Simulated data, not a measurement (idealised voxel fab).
This section sets out a process module, namely voxel transistor to metal.
Cross-sectional view cut (width: 175 nm; square cell size: 5 nm).
Just so we're on the same page, the cross-sections are grids of square cells, and they're listed out in bands top to bottom, each band one or more rows deep.
A band entry consists of two parts. The first gives the height of the band's top and the height of its bottom, in nm. The rest lists the band's materials from left to right, each with its width in nm. A single material labelled with the word "throughout" fills the band from edge to edge, and the word "air" marks empty space.
A quick word on heights: they are counted from 0, and under that level the wafer as it came to us is one material throughout. The lowest band is different from the rest in having no bottom; it simply continues downward, written as in "0 and below".
Read "30..40" as a graded width: first number on top, second number at the bottom, same change between each pair of neighbouring rows.
The designation "everything unchanged", where it is given for a processing step, indicates that no cell of the cross-section was altered in the course of that step.
This entry, "Sealed cavities", enumerates those empty regions of no fewer than 8 cells that possess no open connection to the top. Each region is reported in the form width x height at distance, the distance being taken from the left edge, with all three quantities expressed in nm.
Heads up: the bit after the settings on a step's line is the simulator's remark on that step.
The line of a step may include "overlay nm". On a step with a mask, this value is how far to the right of its planned place the mask lay. A negative value means the mask lay to the left.

Planned process steps:
1: RECEIVE, material Si
2: OXIDIZE, depth nm 5
3: CONFORMAL_DEP, material SiN, thk nm 15
4: DIRECTIONAL_DEP, material aC, thk nm 10
5: PATTERN, tone cover, mask id ACTIVE, material resist, width nm 105, thk nm 30, overlay nm -15
6: DIRECTIONAL_ETCH, etch materials aC, depth nm 10
7: STRIP, etch materials resist
8: DIRECTIONAL_ETCH, etch materials SiN, depth nm 15
9: DIRECTIONAL_ETCH, etch materials SiO2, depth nm 5
10: DIRECTIONAL_ETCH, etch materials Si, depth nm 35
11: STRIP, etch materials aC
12: OXIDIZE, depth nm 5
13: FILL_DEP, material SiO2, thk nm 5
14: CMP, height nm 15
15: SELECTIVE_ETCH, etch materials SiO2, depth nm 5
16: STRIP, etch materials SiN
17: SELECTIVE_ETCH, etch materials SiO2, depth nm 5
18: OXIDIZE, depth nm 5
19: DIRECTIONAL_DEP, material polySi, thk nm 25
20: DIRECTIONAL_DEP, material SiCN, thk nm 10
21: PATTERN, tone cover, mask id GATE, material resist, width nm 15, thk nm 20, overlay nm 0
22: DIRECTIONAL_ETCH, etch materials SiCN, depth nm 20
23: DIRECTIONAL_ETCH, etch materials polySi, depth nm 35
24: STRIP, etch materials resist
25: CONFORMAL_DEP, material SiO2, thk nm 5
26: DIRECTIONAL_ETCH, etch materials SiO2, depth nm 5
27: CONFORMAL_DEP, material SiN, thk nm 5
28: DIRECTIONAL_ETCH, etch materials SiN, depth nm 5
29: DIRECTIONAL_ETCH, etch materials SiO2, depth nm 5
30: DIRECTIONAL_ETCH, etch materials Si, depth nm 5
31: EPI, material pSi, thk nm 5
32: FILL_DEP, material SiO2, thk nm 5
33: CMP, height nm 30
34: DIRECTIONAL_DEP, material SiO2, thk nm 15
35: DIRECTIONAL_DEP, material aC, thk nm 10
36: PATTERN, tone open, mask id CONTACT, material resist, width nm 30, pitch nm 55, thk nm 30, overlay nm 0
37: DIRECTIONAL_ETCH, etch materials aC, depth nm 10
38: STRIP, etch materials resist
39: DIRECTIONAL_ETCH, etch materials SiO2, depth nm 55
40: STRIP, etch materials aC
41: CONFORMAL_DEP, material TiN, thk nm 5
42: FILL_DEP, material W, thk nm 5
43: CMP, height nm 45
44: CONFORMAL_DEP, material SiN, thk nm 5
45: DIRECTIONAL_DEP, material SiO2, thk nm 15
46: PATTERN, tone open, mask id METAL_1, material resist, width nm 20, pitch nm 65, thk nm 20, overlay nm 0
47: DIRECTIONAL_ETCH, etch materials SiO2, depth nm 15
48: DIRECTIONAL_ETCH, etch materials SiN, depth nm 5
49: STRIP, etch materials resist
50: CONFORMAL_DEP, material TiN, thk nm 5
51: FILL_DEP, material Ru, thk nm 5
52: CMP, height nm 65
53: EPI, material Ru, thk nm 5
54: FILL_DEP, material SiCN, thk nm 5
Same starting wafers, different overlay nm at step 5. Plan value belongs to the first wafer.

As-received state after step 1, first of several wafers, cross-section:
* 0 and below | Si throughout
* Sealed cavities: none

Take any row and you have a wafer at the end of the module: how many cells of each material it has gained (+) or lost (-) since it was received, and then its closed voids:
overlay nm -15, +24 Ru, -194 Si, +64 SiCN, +45 SiN, +426 SiO2, +75 TiN, +56 W, +14 pSi, +15 polySi, Sealed cavities: none
overlay nm -10, +24 Ru, -194 Si, +64 SiCN, +45 SiN, +426 SiO2, +72 TiN, +59 W, +14 pSi, +15 polySi, Sealed cavities: none
overlay nm -5, +24 Ru, -194 Si, +64 SiCN, +45 SiN, +423 SiO2, +72 TiN, +62 W, +14 pSi, +15 polySi, Sealed cavities: none
overlay nm 0, +24 Ru, -194 Si, +64 SiCN, +45 SiN, +423 SiO2, +72 TiN, +62 W, +14 pSi, +15 polySi, Sealed cavities: none
overlay nm 5, +24 Ru, -194 Si, +64 SiCN, +45 SiN, +423 SiO2, +72 TiN, +62 W, +14 pSi, +15 polySi, Sealed cavities: none
overlay nm 10, +24 Ru, -194 Si, +64 SiCN, +45 SiN, +426 SiO2, +72 TiN, +59 W, +14 pSi, +15 polySi, Sealed cavities: none
overlay nm 15, +24 Ru, -194 Si, +64 SiCN, +45 SiN, +426 SiO2, +75 TiN, +56 W, +14 pSi, +15 polySi, Sealed cavities: none
